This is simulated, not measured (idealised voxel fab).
The process module presented herein is designated voxel self aligned contacts.
Xsec cut, 300 nm wide, square cell size 5 nm.
In what follows, cross-sections appear as grids of square cells, described through bands that run from the top down, where every band is one or more rows of cells. For a band, the entry starts with two heights in nm, that of the top and then that of the bottom, and carries on with the band's materials in order from left to right, each alongside its width in nm; the word "throughout" beside a single material means it fills the band edge to edge, and "blank" means empty space. Heights are measured from 0, the level below which the as-received wafer is all one material; the lowest band has no bottom and continues downward, written as in "0..down". When a width is written as two numbers, as in "30 to 40", the first number is the width in the top row of cells of the band and the second is the width in its bottom row, and the width changes by the same amount from each row to the next. Any step labelled "everything unchanged" changed none of the cells in the cross-section. Listed in "Completely sealed voids": every empty space of 8 or more cells without an open way to the top. Form: width x height at distance, the distance being from the left edge, all in nm. Note: text after step settings on the step line = simulator remark on that step. The setting "overlay nm" may be written on the line of a step. When the step uses a mask, the value reports how far to the right of the planned place the mask lay, and a negative value reports that it lay to the left.
### Process steps (planned)
1: RECEIVE: material Si
2: OXIDIZE: depth nm 5
3: DIRECTIONAL_DEP: material polySi, thk nm 20
4: DIRECTIONAL_DEP: material SiN, thk nm 15
5: PATTERN: tone cover, mask id GATE, material resist, width nm 35, pitch nm 60, thk nm 20, overlay nm 0
6: DIRECTIONAL_ETCH: etch materials SiN, depth nm 15
7: DIRECTIONAL_ETCH: etch materials polySi, depth nm 20
8: STRIP: etch materials resist
9: CONFORMAL_DEP: material SiN, thk nm 5
10: DIRECTIONAL_ETCH: etch materials SiN, depth nm 5
11: FILL_DEP: material SiO2, thk nm 15
12: CMP: height nm 45
13: PATTERN: tone open, mask id CONTACT, material resist, width nm 35, thk nm 15, overlay nm 0
14: DIRECTIONAL_ETCH: etch materials SiO2, depth nm 50
15: STRIP: etch materials resist
16: CONFORMAL_DEP: material TiN, thk nm 5
17: FILL_DEP: material Ru, thk nm 10
18: CMP: height nm 45
19: CONFORMAL_DEP: material SiN, thk nm 5
### As received (post step 1): cross-section
- 0..down  Si throughout
- Completely sealed voids: none
### Cross-section: first of two wafers, module finished, run according to plan
- 50..45  SiN throughout
- 45..35  130 SiO2, 5 to 15 TiN, 25 to 5 Ru, 5 to 15 TiN, 135 SiO2
- 35..20  95 SiO2, 45 SiN, 5 TiN, 5 Ru, 5 TiN, 45 SiN, 100 SiO2
- 20..0  95 SiO2, 5 SiN, 35 polySi, 5 SiN, 5 TiN, 5 Ru, 5 TiN, 5 SiN, 35 polySi, 5 SiN, 100 SiO2
- 0..-5  140 SiO2, 15 TiN, 145 SiO2
- -5..down  Si throughout
- Completely sealed voids: none
### Wafer two, sectioned after the module: the first wafer's start, the first wafer's plan, and one mistake in how it was run
- 50..45  SiN throughout
- 45..35  125 to 90 Ru, 5 to 40 TiN, 35 SiO2, 5 to 40 TiN, 130 to 95 Ru
- 35..20  90 Ru, 5 TiN, 45 SiN, 15 SiO2, 45 SiN, 5 TiN, 95 Ru
- 20..0  90 Ru, 5 TiN, 5 SiN, 35 polySi, 5 SiN, 15 SiO2, 5 SiN, 35 polySi, 5 SiN, 5 TiN, 95 Ru
- 0..-5  95 TiN, 105 SiO2, 100 TiN
- -5..down  Si throughout
- Completely sealed voids: none
Short version of what went wrong: note that step 13 departed from the planned setting and was carried out as PATTERN: tone cover, mask id CONTACT, material resist, width nm 35, thk nm 15, overlay nm 0
Bottom line after processing is that, in cells, the second wafer is up or down on some materials versus the first: Ru +334; SiO2 -380; TiN +46
